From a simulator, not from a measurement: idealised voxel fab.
process module | voxel self aligned contacts
cross-section cut | 180 nm wide | cells 5 nm
A cross-section is a grid of square cells, given in bands from the top down. A band is one or more rows of cells.
Each band's line starts with the height of the band's top and of its bottom, in nm. Then come its materials from left to right, each with its width in nm. One material with "throughout" fills the band from edge to edge. "air" is empty space.
Height 0 is the level under which the wafer as received is all one material. The lowest band goes on downwards, as in "0 down".
A width such as "30 to 40" changes by the same amount from each row of cells to the next, from the band's top row to its bottom row.
"no change" after a step means that no cell of the cross-section changed.
closed voids: empty space of 8 cells or more with no open way to the top, each as width x height at its distance from the left edge, in nm
after a step's settings: what the simulator itself notes on the step
overlay nm, on a step with a mask: how far to the right of its planned place the mask lay; to the left if negative
Each pair below shows a cross-section before one step and the cross-section after it, down to the lowest band that changed. The line under each pair gives the step between them, with its settings. The pairs can come from different runs of this module on the same starting wafer, so a pair continues from the pair above only where its "before" says so.
before
  0 down: Si throughout
  closed voids: none
after
  5 to 0: SiO2 throughout
  below 0: unchanged
  closed voids: none
the step between: op CONFORMAL_DEP | material SiO2 | thk nm 5
before: the cross-section after the pair above
after
  35 to 5: polySi throughout
  below 5: unchanged
  closed voids: none
the step between: op DIRECTIONAL_DEP | material polySi | thk nm 30
before: the cross-section after the pair above
after
  55 to 35: SiN throughout
  below 35: unchanged
  closed voids: none
the step between: op DIRECTIONAL_DEP | material SiN | thk nm 20
before: the cross-section after the pair above
after
  55 to 35: air 40 | SiN 30 | air 35 | SiN 30 | air 45
  below 35: unchanged
  closed voids: none
the step between: op MASKED_ETCH | tone cover | mask id GATE | width nm 30 | pitch nm 65 | etch materials SiN | depth nm 20 | overlay nm 0
before: the cross-section after the pair above
after
  55 to 35: air 40 | SiN 30 | air 35 | SiN 30 | air 45
  35 to 5: air 40 | polySi 30 | air 35 | polySi 30 | air 45
  below 5: unchanged
  closed voids: none
the step between: op MASKED_ETCH | tone cover | mask id GATE | width nm 30 | pitch nm 65 | etch materials polySi | depth nm 30 | overlay nm 0
before: the cross-section after the pair above
after
  65 to 35: air 30 | SiN 50 | air 15 | SiN 50 | air 35
  35 to 15: air 30 | SiN 10 | polySi 30 | SiN 10 | air 15 | SiN 10 | polySi 30 | SiN 10 | air 35
  15 to 5: SiN 40 | polySi 30 | SiN 35 | polySi 30 | SiN 45
  below 5: unchanged
  closed voids: none
the step between: op CONFORMAL_DEP | material SiN | thk nm 10
before: the cross-section after the pair above
after
  55 to 35: air 30 | SiN 50 | air 15 | SiN 50 | air 35
  35 to 5: air 30 | SiN 10 | polySi 30 | SiN 10 | air 15 | SiN 10 | polySi 30 | SiN 10 | air 35
  below 5: unchanged
  closed voids: none
the step between: op DIRECTIONAL_ETCH | etch materials SiN | depth nm 10
before: the cross-section after the pair above
after
  70 to 55: SiO2 throughout
  55 to 35: SiO2 30 | SiN 50 | SiO2 15 | SiN 50 | SiO2 35
  35 to 5: SiO2 30 | SiN 10 | polySi 30 | SiN 10 | SiO2 15 | SiN 10 | polySi 30 | SiN 10 | SiO2 35
  below 5: unchanged
  closed voids: none
the step between: op FILL_DEP | material SiO2 | thk nm 15
before: the cross-section after the pair above
after
  65 to 55: SiO2 throughout
  below 55: unchanged
  closed voids: none
the step between: op CMP | height nm 65
before: the cross-section after the pair above
after
  85 to 65: resist 65 | air 45 | resist 70
  below 65: unchanged
  closed voids: none
the step between: op PATTERN | tone open | mask id CONTACT | material resist | width nm 45 | thk nm 20 | overlay nm 0
before: the cross-section after the pair above
after
  85 to 65: resist 65 | air 45 | resist 70
  65 to 55: SiO2 65 | air 45 | SiO2 70
  55 to 35: SiO2 30 | SiN 50 | air 15 | SiN 50 | SiO2 35
  35 to 5: SiO2 30 | SiN 10 | polySi 30 | SiN 10 | air 15 | SiN 10 | polySi 30 | SiN 10 | SiO2 35
  5 to 0: SiO2 80 | air 15 | SiO2 85
  below 0: unchanged
  closed voids: none
the step between: op DIRECTIONAL_ETCH | etch materials SiO2 | depth nm 65
before: the cross-section after the pair above
after
  65 to 55: SiO2 65 | air 45 | SiO2 70
  below 55: unchanged
  closed voids: none
the step between: op STRIP | etch materials resist
before: the cross-section after the pair above
after
  70 to 65: TiN 70 | air 35 | TiN 75
  65 to 55: SiO2 65 | TiN 5 to 20 | air 35 to 5 | TiN 5 to 20 | SiO2 70
  55 to 35: SiO2 30 | SiN 50 | TiN 5 | air 5 | TiN 5 | SiN 50 | SiO2 35
  35 to 5: SiO2 30 | SiN 10 | polySi 30 | SiN 10 | TiN 5 | air 5 | TiN 5 | SiN 10 | polySi 30 | SiN 10 | SiO2 35
  5 to 0: SiO2 80 | TiN 15 | SiO2 85
  below 0: unchanged
  closed voids: none
the step between: op CONFORMAL_DEP | material TiN | thk nm 5
before: the cross-section after the pair above
after
  80 to 70: Ru throughout
  70 to 65: TiN 70 | Ru 35 | TiN 75
  65 to 55: SiO2 65 | TiN 5 to 20 | Ru 35 to 5 | TiN 5 to 20 | SiO2 70
  55 to 35: SiO2 30 | SiN 50 | TiN 5 | Ru 5 | TiN 5 | SiN 50 | SiO2 35
  35 to 5: SiO2 30 | SiN 10 | polySi 30 | SiN 10 | TiN 5 | Ru 5 | TiN 5 | SiN 10 | polySi 30 | SiN 10 | SiO2 35
  below 5: unchanged
  closed voids: none
the step between: op FILL_DEP | material Ru | thk nm 10
before: the cross-section after the pair above
after
  65 to 55: SiO2 65 | TiN 5 to 20 | Ru 35 to 5 | TiN 5 to 20 | SiO2 70
  below 55: unchanged
  closed voids: none
the step between: op CMP | height nm 65
before: the cross-section after the pair above
after
  70 to 65: SiN throughout
  below 65: unchanged
  closed voids: none
the step between: op CONFORMAL_DEP | material SiN | thk nm 5
before
  0 down: Si throughout
  closed voids: none
after
  30 to 0: polySi throughout
  below 0: unchanged
  closed voids: none
the step between: op DIRECTIONAL_DEP | material polySi | thk nm 30
before: the cross-section after the pair above
after
  50 to 30: SiN throughout
  below 30: unchanged
  closed voids: none
the step between: op DIRECTIONAL_DEP | material SiN | thk nm 20
before: the cross-section after the pair above
after
  50 to 30: air 40 | SiN 30 | air 35 | SiN 30 | air 45
  below 30: unchanged
  closed voids: none
the step between: op MASKED_ETCH | tone cover | mask id GATE | width nm 30 | pitch nm 65 | etch materials SiN | depth nm 20 | overlay nm 0
before: the cross-section after the pair above
after
  50 to 30: air 40 | SiN 30 | air 35 | SiN 30 | air 45
  30 to 0: air 40 | polySi 30 | air 35 | polySi 30 | air 45
  below 0: unchanged
  closed voids: none
the step between: op MASKED_ETCH | tone cover | mask id GATE | width nm 30 | pitch nm 65 | etch materials polySi | depth nm 30 | overlay nm 0
before: the cross-section after the pair above
after
  60 to 30: air 30 | SiN 50 | air 15 | SiN 50 | air 35
  30 to 10: air 30 | SiN 10 | polySi 30 | SiN 10 | air 15 | SiN 10 | polySi 30 | SiN 10 | air 35
  10 to 0: SiN 40 | polySi 30 | SiN 35 | polySi 30 | SiN 45
  below 0: unchanged
  closed voids: none
the step between: op CONFORMAL_DEP | material SiN | thk nm 10
before: the cross-section after the pair above
after
  50 to 30: air 30 | SiN 50 | air 15 | SiN 50 | air 35
  30 to 0: air 30 | SiN 10 | polySi 30 | SiN 10 | air 15 | SiN 10 | polySi 30 | SiN 10 | air 35
  below 0: unchanged
  closed voids: none
the step between: op DIRECTIONAL_ETCH | etch materials SiN | depth nm 10
before: the cross-section after the pair above
after
  65 to 50: SiO2 throughout
  50 to 30: SiO2 30 | SiN 50 | SiO2 15 | SiN 50 | SiO2 35
  30 to 0: SiO2 30 | SiN 10 | polySi 30 | SiN 10 | SiO2 15 | SiN 10 | polySi 30 | SiN 10 | SiO2 35
  below 0: unchanged
  closed voids: none
the step between: op FILL_DEP | material SiO2 | thk nm 15
before: the cross-section after the pair above
after
  85 to 65: resist 65 | air 45 | resist 70
  below 65: unchanged
  closed voids: none
the step between: op PATTERN | tone open | mask id CONTACT | material resist | width nm 45 | thk nm 20 | overlay nm 0
before: the cross-section after the pair above
after
  85 to 65: resist 65 | air 45 | resist 70
  65 to 50: SiO2 65 | air 45 | SiO2 70
  50 to 30: SiO2 30 | SiN 50 | air 15 | SiN 50 | SiO2 35
  30 to 0: SiO2 30 | SiN 10 | polySi 30 | SiN 10 | air 15 | SiN 10 | polySi 30 | SiN 10 | SiO2 35
  below 0: unchanged
  closed voids: none
the step between: op DIRECTIONAL_ETCH | etch materials SiO2 | depth nm 65
before: the cross-section after the pair above
after
  65 to 50: SiO2 65 | air 45 | SiO2 70
  below 50: unchanged
  closed voids: none
the step between: op STRIP | etch materials resist
before: the cross-section after the pair above
after
  70 to 65: TiN 70 | air 35 | TiN 75
  65 to 55: SiO2 65 | TiN 5 | air 35 | TiN 5 | SiO2 70
  55 to 50: SiO2 65 | TiN 20 | air 5 | TiN 20 | SiO2 70
  50 to 30: SiO2 30 | SiN 50 | TiN 5 | air 5 | TiN 5 | SiN 50 | SiO2 35
  30 to 5: SiO2 30 | SiN 10 | polySi 30 | SiN 10 | TiN 5 | air 5 | TiN 5 | SiN 10 | polySi 30 | SiN 10 | SiO2 35
  5 to 0: SiO2 30 | SiN 10 | polySi 30 | SiN 10 | TiN 15 | SiN 10 | polySi 30 | SiN 10 | SiO2 35
  below 0: unchanged
  closed voids: none
the step between: op CONFORMAL_DEP | material TiN | thk nm 5
before: the cross-section after the pair above
after
  80 to 70: Ru throughout
  70 to 65: TiN 70 | Ru 35 | TiN 75
  65 to 55: SiO2 65 | TiN 5 | Ru 35 | TiN 5 | SiO2 70
  55 to 50: SiO2 65 | TiN 20 | Ru 5 | TiN 20 | SiO2 70
  50 to 30: SiO2 30 | SiN 50 | TiN 5 | Ru 5 | TiN 5 | SiN 50 | SiO2 35
  30 to 5: SiO2 30 | SiN 10 | polySi 30 | SiN 10 | TiN 5 | Ru 5 | TiN 5 | SiN 10 | polySi 30 | SiN 10 | SiO2 35
  below 5: unchanged
  closed voids: none
the step between: op FILL_DEP | material Ru | thk nm 10
before: the cross-section after the pair above
after
  65 to 55: SiO2 65 | TiN 5 | Ru 35 | TiN 5 | SiO2 70
  below 55: unchanged
  closed voids: none
the step between: op CMP | height nm 65
before: the cross-section after the pair above
after
  70 to 65: SiN throughout
  below 65: unchanged
  closed voids: none
the step between: op CONFORMAL_DEP | material SiN | thk nm 5
before
  35 to 5: polySi throughout
  5 to 0: SiO2 throughout
  0 down: Si throughout
  closed voids: none
after
  65 to 5: polySi throughout
  below 5: unchanged
  closed voids: none
the step between: op DIRECTIONAL_DEP | material polySi | thk nm 30
before: the cross-section after the pair above
after
  85 to 65: SiN throughout
  below 65: unchanged
  closed voids: none
the step between: op DIRECTIONAL_DEP | material SiN | thk nm 20
before: the cross-section after the pair above
after
  85 to 65: air 40 | SiN 30 | air 35 | SiN 30 | air 45
  below 65: unchanged
  closed voids: none
the step between: op MASKED_ETCH | tone cover | mask id GATE | width nm 30 | pitch nm 65 | etch materials SiN | depth nm 20 | overlay nm 0
before: the cross-section after the pair above
after
  85 to 65: air 40 | SiN 30 | air 35 | SiN 30 | air 45
  65 to 35: air 40 | polySi 30 | air 35 | polySi 30 | air 45
  below 35: unchanged
  closed voids: none
the step between: op MASKED_ETCH | tone cover | mask id GATE | width nm 30 | pitch nm 65 | etch materials polySi | depth nm 30 | overlay nm 0
before: the cross-section after the pair above
after
  95 to 65: air 30 | SiN 50 | air 15 | SiN 50 | air 35
  65 to 45: air 30 | SiN 10 | polySi 30 | SiN 10 | air 15 | SiN 10 | polySi 30 | SiN 10 | air 35
  45 to 35: SiN 40 | polySi 30 | SiN 35 | polySi 30 | SiN 45
  below 35: unchanged
  closed voids: none
the step between: op CONFORMAL_DEP | material SiN | thk nm 10
before: the cross-section after the pair above
after
  85 to 65: air 30 | SiN 50 | air 15 | SiN 50 | air 35
  65 to 35: air 30 | SiN 10 | polySi 30 | SiN 10 | air 15 | SiN 10 | polySi 30 | SiN 10 | air 35
  below 35: unchanged
  closed voids: none
the step between: op DIRECTIONAL_ETCH | etch materials SiN | depth nm 10
before: the cross-section after the pair above
after
  100 to 85: SiO2 throughout
  85 to 65: SiO2 30 | SiN 50 | SiO2 15 | SiN 50 | SiO2 35
  65 to 35: SiO2 30 | SiN 10 | polySi 30 | SiN 10 | SiO2 15 | SiN 10 | polySi 30 | SiN 10 | SiO2 35
  below 35: unchanged
  closed voids: none
the step between: op FILL_DEP | material SiO2 | thk nm 15
before: the cross-section after the pair above
after
  65 to 35: SiO2 30 | SiN 10 | polySi 30 | SiN 10 | SiO2 15 | SiN 10 | polySi 30 | SiN 10 | SiO2 35
  below 35: unchanged
  closed voids: none
the step between: op CMP | height nm 65
before: the cross-section after the pair above
after
  85 to 65: resist 65 | air 45 | resist 70
  below 65: unchanged
  closed voids: none
the step between: op PATTERN | tone open | mask id CONTACT | material resist | width nm 45 | thk nm 20 | overlay nm 0
before: the cross-section after the pair above
after
  85 to 65: resist 65 | air 45 | resist 70
  65 to 35: SiO2 30 | SiN 10 | polySi 30 | SiN 10 | air 15 | SiN 10 | polySi 30 | SiN 10 | SiO2 35
  below 35: unchanged
  closed voids: none
the step between: op DIRECTIONAL_ETCH | etch materials SiO2 | depth nm 65
before: the cross-section after the pair above
after
  65 to 35: SiO2 30 | SiN 10 | polySi 30 | SiN 10 | air 15 | SiN 10 | polySi 30 | SiN 10 | SiO2 35
  below 35: unchanged
  closed voids: none
the step between: op STRIP | etch materials resist
before: the cross-section after the pair above
after
  70 to 65: TiN 85 | air 5 | TiN 90
  65 to 40: SiO2 30 | SiN 10 | polySi 30 | SiN 10 | TiN 5 | air 5 | TiN 5 | SiN 10 | polySi 30 | SiN 10 | SiO2 35
  40 to 35: SiO2 30 | SiN 10 | polySi 30 | SiN 10 | TiN 15 | SiN 10 | polySi 30 | SiN 10 | SiO2 35
  below 35: unchanged
  closed voids: none
the step between: op CONFORMAL_DEP | material TiN | thk nm 5
before: the cross-section after the pair above
after
  80 to 70: Ru throughout
  70 to 65: TiN 85 | Ru 5 | TiN 90
  65 to 40: SiO2 30 | SiN 10 | polySi 30 | SiN 10 | TiN 5 | Ru 5 | TiN 5 | SiN 10 | polySi 30 | SiN 10 | SiO2 35
  below 40: unchanged
  closed voids: none
the step between: op FILL_DEP | material Ru | thk nm 10
before: the cross-section after the pair above
after
  65 to 40: SiO2 30 | SiN 10 | polySi 30 | SiN 10 | TiN 5 | Ru 5 | TiN 5 | SiN 10 | polySi 30 | SiN 10 | SiO2 35
  below 40: unchanged
  closed voids: none
the step between: op CMP | height nm 65
before: the cross-section after the pair above
after
  70 to 65: SiN throughout
  below 65: unchanged
  closed voids: none
the step between: op CONFORMAL_DEP | material SiN | thk nm 5
before
  55 to 35: air 40 | SiN 30 | air 35 | SiN 30 | air 45
  35 to 5: air 40 | polySi 30 | air 35 | polySi 30 | air 45
  5 to 0: SiO2 throughout
  0 down: Si throughout
  closed voids: none
after
  45 to 35: air 40 | SiN 30 | air 35 | SiN 30 | air 45
  below 35: unchanged
  closed voids: none
the step between: op DIRECTIONAL_ETCH | etch materials SiN | depth nm 10
before: the cross-section after the pair above
after
  55 to 35: air 30 | SiN 50 | air 15 | SiN 50 | air 35
  35 to 15: air 30 | SiN 10 | polySi 30 | SiN 10 | air 15 | SiN 10 | polySi 30 | SiN 10 | air 35
  15 to 5: SiN 40 | polySi 30 | SiN 35 | polySi 30 | SiN 45
  below 5: unchanged
  closed voids: none
the step between: op CONFORMAL_DEP | material SiN | thk nm 10
before: the cross-section after the pair above
after
  70 to 55: SiO2 throughout
  55 to 35: SiO2 30 | SiN 50 | SiO2 15 | SiN 50 | SiO2 35
  35 to 15: SiO2 30 | SiN 10 | polySi 30 | SiN 10 | SiO2 15 | SiN 10 | polySi 30 | SiN 10 | SiO2 35
  below 15: unchanged
  closed voids: none
the step between: op FILL_DEP | material SiO2 | thk nm 15
before: the cross-section after the pair above
after
  65 to 55: SiO2 throughout
  below 55: unchanged
  closed voids: none
the step between: op CMP | height nm 65
before: the cross-section after the pair above
after
  85 to 65: resist 65 | air 45 | resist 70
  below 65: unchanged
  closed voids: none
the step between: op PATTERN | tone open | mask id CONTACT | material resist | width nm 45 | thk nm 20 | overlay nm 0
before: the cross-section after the pair above
after
  85 to 65: resist 65 | air 45 | resist 70
  65 to 55: SiO2 65 | air 45 | SiO2 70
  55 to 35: SiO2 30 | SiN 50 | air 15 | SiN 50 | SiO2 35
  35 to 15: SiO2 30 | SiN 10 | polySi 30 | SiN 10 | air 15 | SiN 10 | polySi 30 | SiN 10 | SiO2 35
  below 15: unchanged
  closed voids: none
the step between: op DIRECTIONAL_ETCH | etch materials SiO2 | depth nm 65
before: the cross-section after the pair above
after
  65 to 55: SiO2 65 | air 45 | SiO2 70
  below 55: unchanged
  closed voids: none
the step between: op STRIP | etch materials resist
before: the cross-section after the pair above
after
  70 to 65: TiN 70 | air 35 | TiN 75
  65 to 55: SiO2 65 | TiN 5 to 20 | air 35 to 5 | TiN 5 to 20 | SiO2 70
  55 to 35: SiO2 30 | SiN 50 | TiN 5 | air 5 | TiN 5 | SiN 50 | SiO2 35
  35 to 20: SiO2 30 | SiN 10 | polySi 30 | SiN 10 | TiN 5 | air 5 | TiN 5 | SiN 10 | polySi 30 | SiN 10 | SiO2 35
  20 to 15: SiO2 30 | SiN 10 | polySi 30 | SiN 10 | TiN 15 | SiN 10 | polySi 30 | SiN 10 | SiO2 35
  below 15: unchanged
  closed voids: none
the step between: op CONFORMAL_DEP | material TiN | thk nm 5
before: the cross-section after the pair above
after
  80 to 70: Ru throughout
  70 to 65: TiN 70 | Ru 35 | TiN 75
  65 to 55: SiO2 65 | TiN 5 to 20 | Ru 35 to 5 | TiN 5 to 20 | SiO2 70
  55 to 35: SiO2 30 | SiN 50 | TiN 5 | Ru 5 | TiN 5 | SiN 50 | SiO2 35
  35 to 20: SiO2 30 | SiN 10 | polySi 30 | SiN 10 | TiN 5 | Ru 5 | TiN 5 | SiN 10 | polySi 30 | SiN 10 | SiO2 35
  below 20: unchanged
  closed voids: none
the step between: op FILL_DEP | material Ru | thk nm 10
before: the cross-section after the pair above
after
  65 to 55: SiO2 65 | TiN 5 to 20 | Ru 35 to 5 | TiN 5 to 20 | SiO2 70
  below 55: unchanged
  closed voids: none
the step between: op CMP | height nm 65
before: the cross-section after the pair above
after
  70 to 65: SiN throughout
  below 65: unchanged
  closed voids: none
the step between: op CONFORMAL_DEP | material SiN | thk nm 5
before
  65 to 35: air 30 | SiN 50 | air 15 | SiN 50 | air 35
  35 to 15: air 30 | SiN 10 | polySi 30 | SiN 10 | air 15 | SiN 10 | polySi 30 | SiN 10 | air 35
  15 to 5: SiN 40 | polySi 30 | SiN 35 | polySi 30 | SiN 45
  5 to 0: SiO2 throughout
  0 down: Si throughout
  closed voids: none
after
  60 to 35: air 30 | SiN 50 | air 15 | SiN 50 | air 35
  35 to 10: air 30 | SiN 10 | polySi 30 | SiN 10 | air 15 | SiN 10 | polySi 30 | SiN 10 | air 35
  below 10: unchanged
  closed voids: none
the step between: op DIRECTIONAL_ETCH | etch materials SiN | depth nm 5
before: the cross-section after the pair above
after
  75 to 60: SiO2 throughout
  60 to 35: SiO2 30 | SiN 50 | SiO2 15 | SiN 50 | SiO2 35
  35 to 10: SiO2 30 | SiN 10 | polySi 30 | SiN 10 | SiO2 15 | SiN 10 | polySi 30 | SiN 10 | SiO2 35
  below 10: unchanged
  closed voids: none
the step between: op FILL_DEP | material SiO2 | thk nm 15
before: the cross-section after the pair above
after
  65 to 60: SiO2 throughout
  below 60: unchanged
  closed voids: none
the step between: op CMP | height nm 65
before: the cross-section after the pair above
after
  85 to 65: resist 65 | air 45 | resist 70
  below 65: unchanged
  closed voids: none
the step between: op PATTERN | tone open | mask id CONTACT | material resist | width nm 45 | thk nm 20 | overlay nm 0
before: the cross-section after the pair above
after
  85 to 65: resist 65 | air 45 | resist 70
  65 to 60: SiO2 65 | air 45 | SiO2 70
  60 to 35: SiO2 30 | SiN 50 | air 15 | SiN 50 | SiO2 35
  35 to 10: SiO2 30 | SiN 10 | polySi 30 | SiN 10 | air 15 | SiN 10 | polySi 30 | SiN 10 | SiO2 35
  below 10: unchanged
  closed voids: none
the step between: op DIRECTIONAL_ETCH | etch materials SiO2 | depth nm 65
before: the cross-section after the pair above
after
  65 to 60: SiO2 65 | air 45 | SiO2 70
  below 60: unchanged
  closed voids: none
the step between: op STRIP | etch materials resist
before: the cross-section after the pair above
after
  70 to 65: TiN 70 | air 35 | TiN 75
  65 to 60: SiO2 65 | TiN 20 | air 5 | TiN 20 | SiO2 70
  60 to 35: SiO2 30 | SiN 50 | TiN 5 | air 5 | TiN 5 | SiN 50 | SiO2 35
  35 to 15: SiO2 30 | SiN 10 | polySi 30 | SiN 10 | TiN 5 | air 5 | TiN 5 | SiN 10 | polySi 30 | SiN 10 | SiO2 35
  15 to 10: SiO2 30 | SiN 10 | polySi 30 | SiN 10 | TiN 15 | SiN 10 | polySi 30 | SiN 10 | SiO2 35
  below 10: unchanged
  closed voids: none
the step between: op CONFORMAL_DEP | material TiN | thk nm 5
before: the cross-section after the pair above
after
  80 to 70: Ru throughout
  70 to 65: TiN 70 | Ru 35 | TiN 75
  65 to 60: SiO2 65 | TiN 20 | Ru 5 | TiN 20 | SiO2 70
  60 to 35: SiO2 30 | SiN 50 | TiN 5 | Ru 5 | TiN 5 | SiN 50 | SiO2 35
  35 to 15: SiO2 30 | SiN 10 | polySi 30 | SiN 10 | TiN 5 | Ru 5 | TiN 5 | SiN 10 | polySi 30 | SiN 10 | SiO2 35
  below 15: unchanged
  closed voids: none
the step between: op FILL_DEP | material Ru | thk nm 10
before: the cross-section after the pair above
after
  65 to 60: SiO2 65 | TiN 20 | Ru 5 | TiN 20 | SiO2 70
  below 60: unchanged
  closed voids: none
the step between: op CMP | height nm 65
before: the cross-section after the pair above
after
  70 to 65: SiN throughout
  below 65: unchanged
  closed voids: none
the step between: op CONFORMAL_DEP | material SiN | thk nm 5
before
  55 to 35: SiN throughout
  35 to 5: polySi throughout
  5 to 0: SiO2 throughout
  0 down: Si throughout
  closed voids: none
after
  55 to 35: air 45 | SiN 20 | air 45 | SiN 20 | air 50
  below 35: unchanged
  closed voids: none
the step between: op MASKED_ETCH | tone cover | mask id GATE | width nm 20 | pitch nm 65 | etch materials SiN | depth nm 20 | overlay nm 0
before: the cross-section after the pair above
after
  55 to 35: air 45 | SiN 20 | air 45 | SiN 20 | air 50
  35 to 5: air 40 | polySi 30 | air 35 | polySi 30 | air 45
  below 5: unchanged
  closed voids: none
the step between: op MASKED_ETCH | tone cover | mask id GATE | width nm 30 | pitch nm 65 | etch materials polySi | depth nm 30 | overlay nm 0
before: the cross-section after the pair above
after
  65 to 45: air 35 | SiN 40 | air 25 | SiN 40 | air 40
  45 to 35: air 30 | SiN 50 | air 15 | SiN 50 | air 35
  35 to 15: air 30 | SiN 10 | polySi 30 | SiN 10 | air 15 | SiN 10 | polySi 30 | SiN 10 | air 35
  15 to 5: SiN 40 | polySi 30 | SiN 35 | polySi 30 | SiN 45
  below 5: unchanged
  closed voids: none
the step between: op CONFORMAL_DEP | material SiN | thk nm 10
before: the cross-section after the pair above
after
  55 to 35: air 35 | SiN 40 | air 25 | SiN 40 | air 40
  35 to 5: air 30 | SiN 10 | polySi 30 | SiN 10 | air 15 | SiN 10 | polySi 30 | SiN 10 | air 35
  below 5: unchanged
  closed voids: none
the step between: op DIRECTIONAL_ETCH | etch materials SiN | depth nm 10
before: the cross-section after the pair above
after
  70 to 55: SiO2 throughout
  55 to 35: SiO2 35 | SiN 40 | SiO2 25 | SiN 40 | SiO2 40
  35 to 5: SiO2 30 | SiN 10 | polySi 30 | SiN 10 | SiO2 15 | SiN 10 | polySi 30 | SiN 10 | SiO2 35
  below 5: unchanged
  closed voids: none
the step between: op FILL_DEP | material SiO2 | thk nm 15
before: the cross-section after the pair above
after
  65 to 55: SiO2 throughout
  below 55: unchanged
  closed voids: none
the step between: op CMP | height nm 65
before: the cross-section after the pair above
after
  85 to 65: resist 65 | air 45 | resist 70
  below 65: unchanged
  closed voids: none
the step between: op PATTERN | tone open | mask id CONTACT | material resist | width nm 45 | thk nm 20 | overlay nm 0
before: the cross-section after the pair above
after
  85 to 65: resist 65 | air 45 | resist 70
  65 to 55: SiO2 65 | air 45 | SiO2 70
  55 to 35: SiO2 35 | SiN 40 | air 25 | SiN 40 | SiO2 40
  35 to 5: SiO2 30 | SiN 10 | polySi 30 | SiN 10 | air 15 | SiN 10 | polySi 30 | SiN 10 | SiO2 35
  5 to 0: SiO2 80 | air 15 | SiO2 85
  below 0: unchanged
  closed voids: none
the step between: op DIRECTIONAL_ETCH | etch materials SiO2 | depth nm 65
before: the cross-section after the pair above
after
  65 to 55: SiO2 65 | air 45 | SiO2 70
  below 55: unchanged
  closed voids: none
the step between: op STRIP | etch materials resist
before: the cross-section after the pair above
after
  70 to 65: TiN 70 | air 35 | TiN 75
  65 to 55: SiO2 65 | TiN 5 to 15 | air 35 to 15 | TiN 5 to 15 | SiO2 70
  55 to 40: SiO2 35 | SiN 40 | TiN 5 | air 15 | TiN 5 | SiN 40 | SiO2 40
  40 to 35: SiO2 35 | SiN 40 | TiN 10 | air 5 | TiN 10 | SiN 40 | SiO2 40
  35 to 5: SiO2 30 | SiN 10 | polySi 30 | SiN 10 | TiN 5 | air 5 | TiN 5 | SiN 10 | polySi 30 | SiN 10 | SiO2 35
  5 to 0: SiO2 80 | TiN 15 | SiO2 85
  below 0: unchanged
  closed voids: none
the step between: op CONFORMAL_DEP | material TiN | thk nm 5
before: the cross-section after the pair above
after
  80 to 70: Ru throughout
  70 to 65: TiN 70 | Ru 35 | TiN 75
  65 to 55: SiO2 65 | TiN 5 to 15 | Ru 35 to 15 | TiN 5 to 15 | SiO2 70
  55 to 40: SiO2 35 | SiN 40 | TiN 5 | Ru 15 | TiN 5 | SiN 40 | SiO2 40
  40 to 35: SiO2 35 | SiN 40 | TiN 10 | Ru 5 | TiN 10 | SiN 40 | SiO2 40
  35 to 5: SiO2 30 | SiN 10 | polySi 30 | SiN 10 | TiN 5 | Ru 5 | TiN 5 | SiN 10 | polySi 30 | SiN 10 | SiO2 35
  below 5: unchanged
  closed voids: none
the step between: op FILL_DEP | material Ru | thk nm 10
before: the cross-section after the pair above
after
  65 to 55: SiO2 65 | TiN 5 to 15 | Ru 35 to 15 | TiN 5 to 15 | SiO2 70
  below 55: unchanged
  closed voids: none
the step between: op CMP | height nm 65
before: the cross-section after the pair above
after
  70 to 65: SiN throughout
  below 65: unchanged
  closed voids: none
the step between: op CONFORMAL_DEP | material SiN | thk nm 5
before
  65 to 55: SiO2 throughout
  55 to 35: SiO2 30 | SiN 50 | SiO2 15 | SiN 50 | SiO2 35
  35 to 5: SiO2 30 | SiN 10 | polySi 30 | SiN 10 | SiO2 15 | SiN 10 | polySi 30 | SiN 10 | SiO2 35
  5 to 0: SiO2 throughout
  0 down: Si throughout
  closed voids: none
after
  85 to 65: resist 75 | air 45 | resist 60
  below 65: unchanged
  closed voids: none
the step between: op PATTERN | tone open | mask id CONTACT | material resist | width nm 45 | thk nm 20 | overlay nm 10
before: the cross-section after the pair above
after
  85 to 65: resist 75 | air 45 | resist 60
  65 to 55: SiO2 75 | air 45 | SiO2 60
  55 to 35: SiO2 30 | SiN 50 | air 15 | SiN 50 | SiO2 35
  35 to 5: SiO2 30 | SiN 10 | polySi 30 | SiN 10 | air 15 | SiN 10 | polySi 30 | SiN 10 | SiO2 35
  5 to 0: SiO2 80 | air 15 | SiO2 85
  below 0: unchanged
  closed voids: none
the step between: op DIRECTIONAL_ETCH | etch materials SiO2 | depth nm 65
before: the cross-section after the pair above
after
  65 to 55: SiO2 75 | air 45 | SiO2 60
  below 55: unchanged
  closed voids: none
the step between: op STRIP | etch materials resist
before: the cross-section after the pair above
after
  70 to 65: TiN 80 | air 35 | TiN 65
  65 to 55: SiO2 75 | TiN 5 to 10 | air 35 to 5 | TiN 5 to 30 | SiO2 60
  55 to 35: SiO2 30 | SiN 50 | TiN 5 | air 5 | TiN 5 | SiN 50 | SiO2 35
  35 to 5: SiO2 30 | SiN 10 | polySi 30 | SiN 10 | TiN 5 | air 5 | TiN 5 | SiN 10 | polySi 30 | SiN 10 | SiO2 35
  5 to 0: SiO2 80 | TiN 15 | SiO2 85
  below 0: unchanged
  closed voids: none
the step between: op CONFORMAL_DEP | material TiN | thk nm 5
before: the cross-section after the pair above
after
  80 to 70: Ru throughout
  70 to 65: TiN 80 | Ru 35 | TiN 65
  65 to 55: SiO2 75 | TiN 5 to 10 | Ru 35 to 5 | TiN 5 to 30 | SiO2 60
  55 to 35: SiO2 30 | SiN 50 | TiN 5 | Ru 5 | TiN 5 | SiN 50 | SiO2 35
  35 to 5: SiO2 30 | SiN 10 | polySi 30 | SiN 10 | TiN 5 | Ru 5 | TiN 5 | SiN 10 | polySi 30 | SiN 10 | SiO2 35
  below 5: unchanged
  closed voids: none
the step between: op FILL_DEP | material Ru | thk nm 10
before: the cross-section after the pair above
after
  65 to 55: SiO2 75 | TiN 5 to 10 | Ru 35 to 5 | TiN 5 to 30 | SiO2 60
  below 55: unchanged
  closed voids: none
the step between: op CMP | height nm 65
before: the cross-section after the pair above
after
  70 to 65: SiN throughout
  below 65: unchanged
  closed voids: none
the step between: op CONFORMAL_DEP | material SiN | thk nm 5
before
  5 to 0: SiO2 throughout
  0 down: Si throughout
  closed voids: none
after
  35 to 5: Ru throughout
  below 5: unchanged
  closed voids: none
the step between: op DIRECTIONAL_DEP | material Ru | thk nm 30
before: the cross-section after the pair above
after
  55 to 35: SiN throughout
  below 35: unchanged
  closed voids: none
the step between: op DIRECTIONAL_DEP | material SiN | thk nm 20
before: the cross-section after the pair above
after
  55 to 35: air 40 | SiN 30 | air 35 | SiN 30 | air 45
  below 35: unchanged
  closed voids: none
the step between: op MASKED_ETCH | tone cover | mask id GATE | width nm 30 | pitch nm 65 | etch materials SiN | depth nm 20 | overlay nm 0
before: the cross-section after the pair above
after
  65 to 45: air 30 | SiN 50 | air 15 | SiN 50 | air 35
  45 to 35: SiN throughout
  below 35: unchanged
  closed voids: none
the step between: op CONFORMAL_DEP | material SiN | thk nm 10
before: the cross-section after the pair above
after
  55 to 35: air 30 | SiN 50 | air 15 | SiN 50 | air 35
  below 35: unchanged
  closed voids: none
the step between: op DIRECTIONAL_ETCH | etch materials SiN | depth nm 10
